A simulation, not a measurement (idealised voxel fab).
Process module in this document: voxel quadruple lines
190 nm wide, 5 nm square cells: that's cross-section cut.
Heads up, the way a cross-section reads in here is a grid of square cells, handed over as bands from the top down, with every band being one or more rows of cells.
What a band's entry tells you: where the top is and where the bottom is, as heights in nm, and after that what lies inside, material by material from left to right, each with its width in nm. Empty space is written as the word "blank", and a single material marked with the word "all across" occupies the band from edge to edge.
Counting heights begins at 0, where everything beneath is, in the wafer as received, one material. The lowest band has no bottom; it goes on downwards, as "0 nm and below" shows.
With a width like "30->40", each row of cells in the band differs from the next by the same amount, the top row carrying the first number and the bottom row the second.
Given "identical to before" for a step, no cell of the cross-section differs between before and after that step.
"Closed cavities" enumerates empty spaces isolated from the top, with no open way to it, that contain at least 8 cells, giving each as width x height at distance from the left edge, all three in nm.
Heads up: the bit after the settings on a step's line is the simulator's remark on that step.
Among the settings permitted on a step's line is "overlay nm"; applied to a step with a mask, it specifies the extent to which the mask lay to the right of its planned position, whereas a negative figure signifies a position to the left.
-- Planned process steps
step 1: RECEIVE (material Si)
step 2: CONFORMAL_DEP (material SiO2; thk nm 5)
step 3: DIRECTIONAL_DEP (material Ru; thk nm 10)
step 4: DIRECTIONAL_DEP (material polySi; thk nm 15)
step 5: DIRECTIONAL_DEP (material aC; thk nm 25)
step 6: PATTERN (tone cover; mask id MANDREL; material resist; width nm 30; thk nm 30; overlay nm 0)
step 7: DIRECTIONAL_ETCH (etch materials aC; depth nm 25)
step 8: STRIP (etch materials resist)
step 9: CONFORMAL_DEP (material SiO2; thk nm 10)
step 10: DIRECTIONAL_ETCH (etch materials SiO2; depth nm 10)
step 11: STRIP (etch materials aC)
step 12: DIRECTIONAL_ETCH (etch materials polySi; depth nm 15)
step 13: STRIP (etch materials SiO2)
step 14: CONFORMAL_DEP (material SiCN; thk nm 10)
step 15: DIRECTIONAL_ETCH (etch materials SiCN; depth nm 10)
step 16: STRIP (etch materials polySi)
step 17: DIRECTIONAL_ETCH (etch materials Ru; depth nm 10)
step 18: STRIP (etch materials SiCN)
-- As-received state of the wafer in cross-section, equivalent to post-step 1
* 0 nm and below = Si all across
* Closed cavities: none
-- Post-module cross-section: identical start and plan to those above, one misstep in execution
* 10 nm to 0 nm = blank 60 | Ru 10 | blank 10 | Ru 10 | blank 10 | Ru 10 | blank 10 | Ru 10 | blank 60
* 0 nm and below = Si all across
* Closed cavities: none
Want to know what went wrong? plan step 2 was not performed, having been skipped
